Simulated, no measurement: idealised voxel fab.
process module | voxel wiring stack
cross-section cut | 300 nm wide | cells 5 nm
A cross-section is a grid of square cells, given in bands from the top down. A band is one or more rows of cells.
Each band's line starts with the height of the band's top and of its bottom, in nm. Then come its materials from left to right, each with its width in nm. One material with "throughout" fills the band from edge to edge. "air" is empty space.
Height 0 is the level under which the wafer as received is all one material. The lowest band goes on downwards, as in "0 down".
A width such as "30 to 40" changes by the same amount from each row of cells to the next, from the band's top row to its bottom row.
"no change" after a step means that no cell of the cross-section changed.
closed voids: empty space of 8 cells or more with no open way to the top, each as width x height at its distance from the left edge, in nm
after a step's settings: what the simulator itself notes on the step
overlay nm, on a step with a mask: how far to the right of its planned place the mask lay; to the left if negative
plan
1 op RECEIVE | material Si
2 op CONFORMAL_DEP | material SiO2 | thk nm 15
3 op CONFORMAL_DEP | material SiCN | thk nm 5
4 op DIRECTIONAL_DEP | material lowk | thk nm 15
5 op DIRECTIONAL_DEP | material aC | thk nm 10
6 op PATTERN | tone open | mask id METAL_1 | material resist | width nm 25 | pitch nm 40 | thk nm 30 | overlay nm 0
7 op DIRECTIONAL_ETCH | etch materials aC | depth nm 10
8 op STRIP | etch materials resist
9 op DIRECTIONAL_ETCH | etch materials lowk | depth nm 15
10 op DIRECTIONAL_ETCH | etch materials SiCN | depth nm 5
11 op STRIP | etch materials aC
12 op CONFORMAL_DEP | material TiN | thk nm 5
13 op FILL_DEP | material Ru | thk nm 10
14 op CMP | height nm 35
15 op EPI | material Ru | thk nm 5
16 op FILL_DEP | material SiCN | thk nm 5
17 op DIRECTIONAL_DEP | material lowk | thk nm 15
18 op DIRECTIONAL_DEP | material aC | thk nm 10
19 op PATTERN | tone open | mask id PLUG_1 | material resist | width nm 15 | pitch nm 40 | thk nm 25 | overlay nm 0
20 op DIRECTIONAL_ETCH | etch materials aC | depth nm 10
21 op STRIP | etch materials resist
22 op DIRECTIONAL_ETCH | etch materials lowk | depth nm 15
23 op DIRECTIONAL_ETCH | etch materials SiCN | depth nm 5
24 op STRIP | etch materials aC
25 op EPI | material Ru | thk nm 10
26 op EPI | material Ru | thk nm 10
27 op DIRECTIONAL_DEP | material TiN | thk nm 5
28 op DIRECTIONAL_DEP | material W | thk nm 20
29 op PATTERN | tone cover | mask id METAL_2 | material resist | width nm 25 | pitch nm 40 | thk nm 15 | overlay nm 0
30 op DIRECTIONAL_ETCH | etch materials W | depth nm 20
31 op DIRECTIONAL_ETCH | etch materials TiN | depth nm 5
32 op STRIP | etch materials resist
33 op FILL_DEP | material SiO2 | thk nm 5
34 op CMP | height nm 85
35 op CONFORMAL_DEP | material SiCN | thk nm 5
36 op DIRECTIONAL_DEP | material SiO2 | thk nm 35
37 op DIRECTIONAL_DEP | material aC | thk nm 15
38 op PATTERN | tone open | mask id METAL_3 | material resist | width nm 25 | pitch nm 40 | thk nm 35 | overlay nm 0
39 op DIRECTIONAL_ETCH | etch materials aC | depth nm 15
40 op STRIP | etch materials resist
41 op DIRECTIONAL_ETCH | etch materials SiO2 | depth nm 20
42 op STRIP | etch materials aC
43 op PATTERN | tone open | mask id METAL_3_HOLES | material resist | width nm 15 | thk nm 15 | overlay nm 0
44 op DIRECTIONAL_ETCH | etch materials SiO2 | depth nm 15
45 op DIRECTIONAL_ETCH | etch materials SiCN | depth nm 5
46 op STRIP | etch materials resist
47 op CONFORMAL_DEP | material TiN | thk nm 5
48 op FILL_DEP | material Ru | thk nm 10
49 op CMP | height nm 125
50 op CONFORMAL_DEP | material SiCN | thk nm 5
51 op DIRECTIONAL_DEP | material lowk | thk nm 25
52 op PATTERN | tone open | mask id METAL_4_HOLES | material resist | width nm 15 | pitch nm 40 | thk nm 20 | overlay nm 0
53 op DIRECTIONAL_ETCH | etch materials lowk | depth nm 25
54 op STRIP | etch materials resist
55 op PATTERN | tone open | mask id METAL_4 | material resist | width nm 25 | pitch nm 40 | thk nm 20 | overlay nm 0
56 op DIRECTIONAL_ETCH | etch materials lowk | depth nm 15
57 op DIRECTIONAL_ETCH | etch materials SiCN | depth nm 5
58 op STRIP | etch materials resist
59 op CONFORMAL_DEP | material TiN | thk nm 5
60 op FILL_DEP | material Cu | thk nm 5
61 op CMP | height nm 155
62 op CONFORMAL_DEP | material SiCN | thk nm 5
as received, after step 1
  0 down: Si throughout
  closed voids: none
first wafer at the end, as planned
  160 to 155: SiCN throughout
  155 to 145: lowk 115 | TiN 5 | Cu 15 | TiN 5 | lowk 15 | TiN 5 | Cu 15 | TiN 5 | lowk 120
  145 to 140: lowk 115 | TiN 5 | Cu 5 | TiN 15 | lowk 15 | TiN 5 | Cu 5 | TiN 15 | lowk 120
  140 to 130: lowk 115 | TiN 5 | Cu 5 | TiN 5 | lowk 25 | TiN 5 | Cu 5 | TiN 5 | lowk 130
  130 to 125: SiCN 115 | TiN 15 | SiCN 25 | TiN 15 | SiCN 130
  125 to 110: SiO2 115 | TiN 5 | Ru 15 | TiN 5 | SiO2 15 | TiN 5 | Ru 15 | TiN 5 | SiO2 120
  110 to 105: SiO2 115 | TiN 5 | Ru 5 | TiN 15 | SiO2 15 | TiN 25 | SiO2 120
  105 to 90: SiO2 115 | TiN 5 | Ru 5 | TiN 5 | SiO2 170
  90 to 85: SiCN 115 | TiN 15 | SiCN 170
  85 to 65: SiO2 115 | W 25 | SiO2 15 | W 25 | SiO2 120
  65 to 60: SiO2 115 | TiN 25 | SiO2 15 | TiN 25 | SiO2 120
  60 to 45: lowk 115 | Ru 15 | lowk 25 | Ru 15 | lowk 130
  45 to 35: SiCN 115 to 110 | Ru 15 to 35 | SiCN 25 to 5 | Ru 15 to 35 | SiCN 130 to 115
  35 to 20: lowk 115 | TiN 5 | Ru 15 | TiN 5 | lowk 15 | TiN 5 | Ru 15 | TiN 5 | lowk 120
  20 to 15: SiCN 115 | TiN 25 | SiCN 15 | TiN 25 | SiCN 120
  15 to 0: SiO2 throughout
  0 down: Si throughout
  closed voids: none
second wafer at the end: like start, like plan, one mistake
  160 to 155: SiCN throughout
  155 to 145: lowk 115 | TiN 5 | Cu 15 | TiN 5 | lowk 15 | TiN 5 | Cu 15 | TiN 5 | lowk 120
  145 to 140: lowk 115 | TiN 5 | Cu 5 | TiN 15 | lowk 15 | TiN 5 | Cu 5 | TiN 15 | lowk 120
  140 to 130: lowk 115 | TiN 5 | Cu 5 | TiN 5 | lowk 25 | TiN 5 | Cu 5 | TiN 5 | lowk 130
  130 to 125: SiCN 115 | TiN 15 | SiCN 25 | TiN 15 | SiCN 130
  125 to 110: SiO2 115 | TiN 5 | Ru 15 | TiN 5 | SiO2 15 | TiN 5 | Ru 15 | TiN 5 | SiO2 120
  110 to 105: SiO2 115 | TiN 5 | Ru 5 | TiN 15 | SiO2 15 | TiN 25 | SiO2 120
  105 to 90: SiO2 115 | TiN 5 | Ru 5 | TiN 5 | SiO2 170
  90 to 85: SiCN 115 | TiN 15 | SiCN 170
  85 to 65: SiO2 115 | W 25 | SiO2 15 | W 25 | SiO2 120
  65 to 60: SiO2 115 | TiN 25 | SiO2 15 | TiN 25 | SiO2 120
  60 to 45: SiO2 90 | Ru 25 | lowk 15 | Ru 25 | lowk 15 | Ru 35 | SiO2 95
  45 to 40: SiO2 90 | Ru 25 | SiCN 15 | Ru 25 | SiCN 15 | Ru 35 | SiO2 95
  40 to 35: SiCN 110 | Ru 35 | SiCN 5 | Ru 35 | SiCN 115
  35 to 20: lowk 115 | TiN 5 | Ru 15 | TiN 5 | lowk 15 | TiN 5 | Ru 15 | TiN 5 | lowk 120
  20 to 15: SiCN 115 | TiN 25 | SiCN 15 | TiN 25 | SiCN 120
  15 to 0: SiO2 throughout
  0 down: Si throughout
  closed voids: none
what went wrong: step 19 ran as: op PATTERN | tone cover | mask id PLUG_1 | material resist | width nm 15 | pitch nm 40 | thk nm 25 | overlay nm 0
at the end the second wafer has, in cells: 44 more of Ru | 48 fewer of SiCN | 148 more of SiO2 | 144 fewer of lowk
